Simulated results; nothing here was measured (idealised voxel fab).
The name of this process module is voxel self aligned vias.
This is section cut - it's 195 nm across, gridded in 5 nm square cells.
Format of a cross-section: grid, square cells. Given as bands. Order: top down. Band: one or more rows of cells.
What a band's entry tells you: where the top is and where the bottom is, as heights in nm, and after that what lies inside, material by material from left to right, each with its width in nm. Empty space is written as the word "blank", and a single material marked with the word "edge to edge" occupies the band from edge to edge.
Heads up on the height convention: 0 is the point under which the incoming wafer is all one material, and the lowest band has no bottom, it just keeps going down, like "top 0, no bottom".
The width entry "30->40" should be interpreted row by row: the top row of cells in the band takes the first number, the bottom row takes the second number, and the change between adjacent rows is uniform throughout.
Basically "no alterations made" means that step didn't change any cell in the cross-section.
"Enclosed void listing" means: voids of 8 cells or more that are shut off from the top with no open way through. Written width x height at distance, distance from the left edge, in nm.
Heads up: the bit after the settings on a step's line is the simulator's remark on that step.
"overlay nm" on a masked step: distance the mask lay right of its planned place, negative for left.
plan:
| 1 | RECEIVE (material Si) |
| 2 | CONFORMAL_DEP (material SiO2; thk nm 10) |
| 3 | CONFORMAL_DEP (material SiCN; thk nm 5) |
| 4 | DIRECTIONAL_DEP (material SiO2; thk nm 30) |
| 5 | MASKED_ETCH (tone open; mask id LINES; width nm 20; pitch nm 60; etch materials SiO2; depth nm 30; overlay nm 0) |
| 6 | CONFORMAL_DEP (material TiN; thk nm 5) |
| 7 | FILL_DEP (material Ru; thk nm 10) |
| 8 | CMP (height nm 45) |
| 9 | SELECTIVE_ETCH (etch materials W Ru TiN; depth nm 5) |
| 10 | FILL_DEP (material SiN; thk nm 5) |
| 11 | CMP (height nm 45) |
| 12 | DIRECTIONAL_DEP (material SiO2; thk nm 20) |
| 13 | DIRECTIONAL_DEP (material aC; thk nm 10) |
| 14 | PATTERN (tone open; mask id VIAS; material resist; width nm 40; pitch nm 60; thk nm 30; overlay nm 0) |
| 15 | DIRECTIONAL_ETCH (etch materials aC; depth nm 10) |
| 16 | STRIP (etch materials resist) |
| 17 | DIRECTIONAL_ETCH (etch materials SiO2; depth nm 20) |
| 18 | DIRECTIONAL_ETCH (etch materials SiN; depth nm 5) |
| 19 | STRIP (etch materials aC) |
| 20 | CONFORMAL_DEP (material TiN; thk nm 5) |
| 21 | FILL_DEP (material W; thk nm 10) |
| 22 | CMP (height nm 65) |
| 23 | CONFORMAL_DEP (material SiCN; thk nm 5) |
Step 1 complete: cross-section of the wafer as received:
> top 0, no bottom = Si edge to edge
> Enclosed void listing: none
Module complete - cross-section of the first of two wafers, run according to plan:
> top 70, bottom 65 = SiCN edge to edge
> top 65, bottom 50 = 45 of SiO2 | 5 of TiN | 30 of W | 5 of TiN | 20 of SiO2 | 5 of TiN | 30 of W | 5 of TiN | 50 of SiO2
> top 50, bottom 45 = 45 of SiO2 | 15 of TiN | 10 of W | 15 of TiN | 20 of SiO2 | 15 of TiN | 10 of W | 15 of TiN | 50 of SiO2
> top 45, bottom 40 = 55 of SiO2 | 20 of TiN | 40 of SiO2 | 20 of TiN | 60 of SiO2
> top 40, bottom 20 = 55 of SiO2 | 5 of TiN | 10 of Ru | 5 of TiN | 40 of SiO2 | 5 of TiN | 10 of Ru | 5 of TiN | 60 of SiO2
> top 20, bottom 15 = 55 of SiO2 | 20 of TiN | 40 of SiO2 | 20 of TiN | 60 of SiO2
> top 15, bottom 10 = SiCN edge to edge
> top 10, bottom 0 = SiO2 edge to edge
> top 0, no bottom = Si edge to edge
> Enclosed void listing: none
Cross-sectional view: second of two wafers, end of module; start and plan identical to the first, one mistake in running:
> top 70, bottom 65 = SiO2 edge to edge
> top 65, bottom 50 = 45 of SiO2 | 5 of TiN | 30 of W | 5 of TiN | 20 of SiO2 | 5 of TiN | 30 of W | 5 of TiN | 50 of SiO2
> top 50, bottom 45 = 45 of SiO2 | 15 of TiN | 10 of W | 15 of TiN | 20 of SiO2 | 15 of TiN | 10 of W | 15 of TiN | 50 of SiO2
> top 45, bottom 40 = 55 of SiO2 | 20 of TiN | 40 of SiO2 | 20 of TiN | 60 of SiO2
> top 40, bottom 20 = 55 of SiO2 | 5 of TiN | 10 of Ru | 5 of TiN | 40 of SiO2 | 5 of TiN | 10 of Ru | 5 of TiN | 60 of SiO2
> top 20, bottom 15 = 55 of SiO2 | 20 of TiN | 40 of SiO2 | 20 of TiN | 60 of SiO2
> top 15, bottom 10 = SiCN edge to edge
> top 10, bottom 0 = SiO2 edge to edge
> top 0, no bottom = Si edge to edge
> Enclosed void listing: none
Processing error: off-plan run, step 23, actual operation and settings CONFORMAL_DEP (material SiO2; thk nm 5)
Cell-count delta at end, second wafer over first, by material: 39 fewer of SiCN; 39 more of SiO2
